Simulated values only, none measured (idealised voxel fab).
process module | voxel gate over fins
cross-section cut | 195 nm wide | cells 5 nm
A cross-section is a grid of square cells, given in bands from the top down. A band is one or more rows of cells.
Each band's line starts with the height of the band's top and of its bottom, in nm. Then come its materials from left to right, each with its width in nm. One material with "throughout" fills the band from edge to edge. "air" is empty space.
Height 0 is the level under which the wafer as received is all one material. The lowest band goes on downwards, as in "0 down".
A width such as "30 to 40" changes by the same amount from each row of cells to the next, from the band's top row to its bottom row.
"no change" after a step means that no cell of the cross-section changed.
closed voids: empty space of 8 cells or more with no open way to the top, each as width x height at its distance from the left edge, in nm
after a step's settings: what the simulator itself notes on the step
overlay nm, on a step with a mask: how far to the right of its planned place the mask lay; to the left if negative
plan
1 op RECEIVE | material Si
2 op CONFORMAL_DEP | material SiN | thk nm 5
3 op MASKED_ETCH | tone cover | mask id FINS | width nm 15 | pitch nm 55 | etch materials SiN | depth nm 5 | overlay nm 0
4 op MASKED_ETCH | tone cover | mask id FINS | width nm 15 | pitch nm 55 | etch materials Si | depth nm 35 | overlay nm 0
5 op FILL_DEP | material SiO2 | thk nm 15
6 op CMP | height nm 5
7 op DIRECTIONAL_DEP | material aC | thk nm 15
8 op PATTERN | tone open | mask id RAIL | material resist | width nm 15 | thk nm 30 | overlay nm 0
9 op DIRECTIONAL_ETCH | etch materials aC | depth nm 15
10 op STRIP | etch materials resist
11 op DIRECTIONAL_ETCH | etch materials SiO2 | depth nm 35
12 op STRIP | etch materials aC
13 op CONFORMAL_DEP | material TiN | thk nm 5
14 op FILL_DEP | material W | thk nm 5
15 op CMP | height nm 5
16 op SELECTIVE_ETCH | etch materials W Ru TiN | depth nm 20
17 op FILL_DEP | material SiO2 | thk nm 5
18 op CMP | height nm 5
19 op SELECTIVE_ETCH | etch materials SiO2 | depth nm 15
20 op STRIP | etch materials SiN
21 op CONFORMAL_DEP | material HfO2 | thk nm 5
22 op CONFORMAL_DEP | material TiN | thk nm 5
23 op FILL_DEP | material W | thk nm 15
24 op CMP | height nm 20
25 op CONFORMAL_DEP | material SiCN | thk nm 5
as received, after step 1
  0 down: Si throughout
  closed voids: none
a wafer at the end: this start, this plan, one mistake
  25 to 20: SiCN throughout
  20 to 15: W 15 | TiN 165 | W 15
  15 to 10: W 15 | TiN 5 | HfO2 45 | TiN 10 | HfO2 45 | TiN 10 | HfO2 45 | TiN 5 | W 15
  10 to 5: TiN 20 | HfO2 45 | TiN 10 | HfO2 45 | TiN 10 | HfO2 45 | TiN 20
  5 to 0: HfO2 throughout
  0 to -10: HfO2 35 | Si 15 | HfO2 40 | Si 15 | HfO2 40 | Si 15 | HfO2 35
  -10 to -15: SiO2 35 | Si 15 | SiO2 40 | Si 15 | SiO2 40 | Si 15 | SiO2 35
  -15 to -25: SiO2 35 | Si 15 | SiO2 10 | TiN 5 | W 5 | TiN 5 | SiO2 15 | Si 15 | SiO2 40 | Si 15 | SiO2 35
  -25 to -30: SiO2 35 | Si 15 | SiO2 10 | TiN 15 | SiO2 15 | Si 15 | SiO2 40 | Si 15 | SiO2 35
  -30 to -35: SiO2 35 | Si 15 | SiO2 40 | Si 15 | SiO2 40 | Si 15 | SiO2 35
  -35 down: Si throughout
  closed voids: none
what went wrong: step 21 ran as: op CONFORMAL_DEP | material HfO2 | thk nm 15
